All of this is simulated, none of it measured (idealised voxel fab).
Process module under the name voxel double patterning
Cross-sectional view cut (width: 265 nm; square cell size: 5 nm).
We lay out every cross-section as a grid of square cells and spell it out in bands from the top down, where one band means one or more rows of cells.
Within each band entry, the heights of the top and of the bottom of the band appear first, in that order and in nm; the materials of the band then follow from left to right, each with its corresponding width in nm. The designation "throughout" on a single material indicates that it fills the band from edge to edge; the designation "air" indicates empty space.
Height 0 is the level under which the wafer as received is all one material. The lowest band goes on downwards, as in "0 down".
A width such as "30..40" changes by the same amount from each row of cells to the next, from the band's top row to its bottom row.
Take "no alteration" at face value: in the step it is given for, the cross-section changed in none of its cells.
For the entry "Voids, sealed", the listed items are empty spaces with no open way to the top whose size is 8 cells or more; each item follows the pattern width x height at distance, where distance is from the left edge and all three are in nm.
Heads up: the bit after the settings on a step's line is the simulator's remark on that step.
For masked steps, "overlay nm" on the step line gives how far right of plan the mask actually lay; a minus sign means it lay to the left.

Here's what the planned process steps look like
1: RECEIVE | material Si
2: CONFORMAL_DEP | material SiO2 | thk nm 10
3: DIRECTIONAL_DEP | material W | thk nm 15
4: DIRECTIONAL_DEP | material SiCN | thk nm 10
5: MASKED_ETCH | tone open | mask id FIRST | width nm 15 | pitch nm 50 | etch materials SiCN | depth nm 10 | overlay nm 0
6: PATTERN | tone open | mask id SECOND | material resist | width nm 15 | thk nm 15 | overlay nm 0
7: DIRECTIONAL_ETCH | etch materials SiCN | depth nm 10
8: STRIP | etch materials resist
9: DIRECTIONAL_ETCH | etch materials W | depth nm 15
10: STRIP | etch materials SiCN
Same starting wafers, different width nm at step 6. Plan value belongs to the first wafer.

The first of several wafers as received, shown in cross-section; this is its state after step 1
    0 down | Si throughout
    Voids, sealed: none

Cross-section, first of several wafers, end of module, after last step 10
    25 to 10 | W=100 / air=15 / W=10 / air=15 / W=10 / air=15 / W=100
    10 to 0 | SiO2 throughout
    0 down | Si throughout
    Voids, sealed: none

Cross-section of the last wafer at end of module
    25 to 10 | W=100 / air=15 / W=5 / air=45 / W=100
    10 to 0 | SiO2 throughout
    0 down | Si throughout
    Voids, sealed: none

Row per wafer, end-of-module: cell gain (+)/loss (-) by material since the wafer came in, then closed voids
width nm 15; +106 SiO2; +132 W; Voids, sealed: none
width nm 20; +106 SiO2; +129 W; Voids, sealed: none
width nm 25; +106 SiO2; +126 W; Voids, sealed: none
width nm 30; +106 SiO2; +123 W; Voids, sealed: none
